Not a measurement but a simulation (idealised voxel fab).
process module | voxel lift off
cross-section cut | 290 nm wide | cells 5 nm
A cross-section is a grid of square cells, given in bands from the top down. A band is one or more rows of cells.
Each band's line starts with the height of the band's top and of its bottom, in nm. Then come its materials from left to right, each with its width in nm. One material with "throughout" fills the band from edge to edge. "air" is empty space.
Height 0 is the level under which the wafer as received is all one material. The lowest band goes on downwards, as in "0 down".
A width such as "30 to 40" changes by the same amount from each row of cells to the next, from the band's top row to its bottom row.
"no change" after a step means that no cell of the cross-section changed.
closed voids: empty space of 8 cells or more with no open way to the top, each as width x height at its distance from the left edge, in nm
after a step's settings: what the simulator itself notes on the step
overlay nm, on a step with a mask: how far to the right of its planned place the mask lay; to the left if negative
plan
1 op RECEIVE | material Si
2 op CONFORMAL_DEP | material SiO2 | thk nm 5
3 op PATTERN | tone open | mask id LINES | material resist | width nm 25 | pitch nm 40 | thk nm 25 | overlay nm 0
4 op DIRECTIONAL_DEP | material Ru | thk nm 10
5 op STRIP | etch materials resist
6 op CONFORMAL_DEP | material SiCN | thk nm 10
first wafer, as planned
as received, after step 1
  0 down: Si throughout
  closed voids: none
after step 2
  5 to 0: SiO2 throughout
  below 0: unchanged
after step 3
  30 to 5: resist 110 | air 25 | resist 15 | air 25 | resist 115
  below 5: unchanged
after step 4
  40 to 30: Ru 110 | air 25 | Ru 15 | air 25 | Ru 115
  30 to 15: resist 110 | air 25 | resist 15 | air 25 | resist 115
  15 to 5: resist 110 | Ru 25 | resist 15 | Ru 25 | resist 115
  below 5: unchanged
after step 5
  15 to 5: air 110 | Ru 25 | air 15 | Ru 25 | air 115
  below 5: unchanged
after step 6
  25 to 15: air 100 | SiCN 85 | air 105
  15 to 5: SiCN 110 | Ru 25 | SiCN 15 | Ru 25 | SiCN 115
  below 5: unchanged
second wafer: like start, like plan, one mistake. Through step 2 it matches the first wafer
when step 3 should have ended
  30 to 5: air 110 | resist 25 | air 15 | resist 25 | air 115
  below 5: unchanged
when step 4 should have ended
  40 to 30: air 110 | Ru 25 | air 15 | Ru 25 | air 115
  30 to 15: air 110 | resist 25 | air 15 | resist 25 | air 115
  15 to 5: Ru 110 | resist 25 | Ru 15 | resist 25 | Ru 115
  below 5: unchanged
when step 5 should have ended
  15 to 5: Ru 110 | air 25 | Ru 15 | air 25 | Ru 115
  below 5: unchanged
when step 6 should have ended
  25 to 15: SiCN 120 | air 5 | SiCN 35 | air 5 | SiCN 125
  15 to 5: Ru 110 | SiCN 25 | Ru 15 | SiCN 25 | Ru 115
  below 5: unchanged
what went wrong: step 3 ran as: op PATTERN | tone cover | mask id LINES | material resist | width nm 25 | pitch nm 40 | thk nm 25 | overlay nm 0
at the end the second wafer has, in cells: 76 more of Ru | 2 more of SiCN
